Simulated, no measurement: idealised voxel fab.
Proc. module: voxel self aligned vias
Square cell edge 5 nm, section width 240 nm, ID cut.
When this document writes out a cross-section, it uses a grid of square cells and lists it as bands, beginning at the top and moving down, with a band standing for one or more rows of cells. Heads up on the band format: heights come first, top then bottom, in nm. After that it's the materials left to right, each with its width in nm. A single material flagged "full width" fills the whole band edge to edge, and "air" means there's empty space there. Counting heights begins at 0, where everything beneath is, in the wafer as received, one material. The lowest band has no bottom; it goes on downwards, as "0 -> down" shows. A two-number width, for instance "30 to 40", indicates that the width is equal to the first number in the top row of the band and to the second number in the bottom row, and that it changes by a constant amount per row of cells. Step marked "all unchanged"? Then no cell in the cross-section changed in it. In the "Sealed voids" entry, you get each enclosed empty space of 8 cells or more, one with no open way to the top, written width x height at distance, distance from the left edge, in nm. What comes after the settings on a step's line is commentary from the simulator itself on that step. Each step line may optionally specify "overlay nm", which for a step with a mask gives the rightward distance between the mask's planned place and where it lay, a negative value indicating the leftward direction.

### The following list gives the planned process steps
| 1 | RECEIVE: material Si |
| 2 | CONFORMAL_DEP: material SiO2, thk nm 15 |
| 3 | CONFORMAL_DEP: material SiCN, thk nm 5 |
| 4 | DIRECTIONAL_DEP: material SiO2, thk nm 25 |
| 5 | MASKED_ETCH: tone open, mask id LINES, width nm 30, pitch nm 55, etch materials SiO2, depth nm 25, overlay nm 0 |
| 6 | CONFORMAL_DEP: material TiN, thk nm 5 |
| 7 | FILL_DEP: material W, thk nm 10 |
| 8 | CMP: height nm 45 |
| 9 | SELECTIVE_ETCH: etch materials W Ru TiN, depth nm 5 |
| 10 | FILL_DEP: material SiN, thk nm 10 |
| 11 | CMP: height nm 45 |
| 12 | DIRECTIONAL_DEP: material SiO2, thk nm 20 |
| 13 | MASKED_ETCH: tone open, mask id VIAS, width nm 40, pitch nm 55, etch materials SiO2, depth nm 20, overlay nm 0 |
| 14 | MASKED_ETCH: tone open, mask id VIAS, width nm 40, pitch nm 55, etch materials SiN, depth nm 5, overlay nm 0 |
| 15 | CONFORMAL_DEP: material TiN, thk nm 5 |
| 16 | FILL_DEP: material W, thk nm 10 |
| 17 | CMP: height nm 65 |
| 18 | CONFORMAL_DEP: material SiCN, thk nm 5 |

### Received-state cross-section, reflecting completion of step 1
* 0 -> down  Si full width
* Sealed voids: none

### This is how the wafer looks in cross-section once the module is done, given the starting state and plan above and one mistake in carrying the plan out
* 70 -> 65  SiCN full width
* 65 -> 50  70 of SiO2, then 5 of TiN, then 30 of W, then 5 of TiN, then 15 of SiO2, then 5 of TiN, then 30 of W, then 5 of TiN, then 75 of SiO2
* 50 -> 45  70 of SiO2, then 10 of TiN, then 20 of W, then 10 of TiN, then 15 of SiO2, then 10 of TiN, then 20 of W, then 10 of TiN, then 75 of SiO2
* 45 -> 40  75 of SiO2, then 30 of TiN, then 25 of SiO2, then 30 of TiN, then 80 of SiO2
* 40 -> 25  75 of SiO2, then 5 of TiN, then 20 of W, then 5 of TiN, then 25 of SiO2, then 5 of TiN, then 20 of W, then 5 of TiN, then 80 of SiO2
* 25 -> 20  75 of SiO2, then 30 of TiN, then 25 of SiO2, then 30 of TiN, then 80 of SiO2
* 20 -> 5  SiO2 full width
* 5 -> 0  SiCN full width
* 0 -> down  Si full width
* Sealed voids: none
What went wrong in running the wafer? steps 2 and 3 were swapped
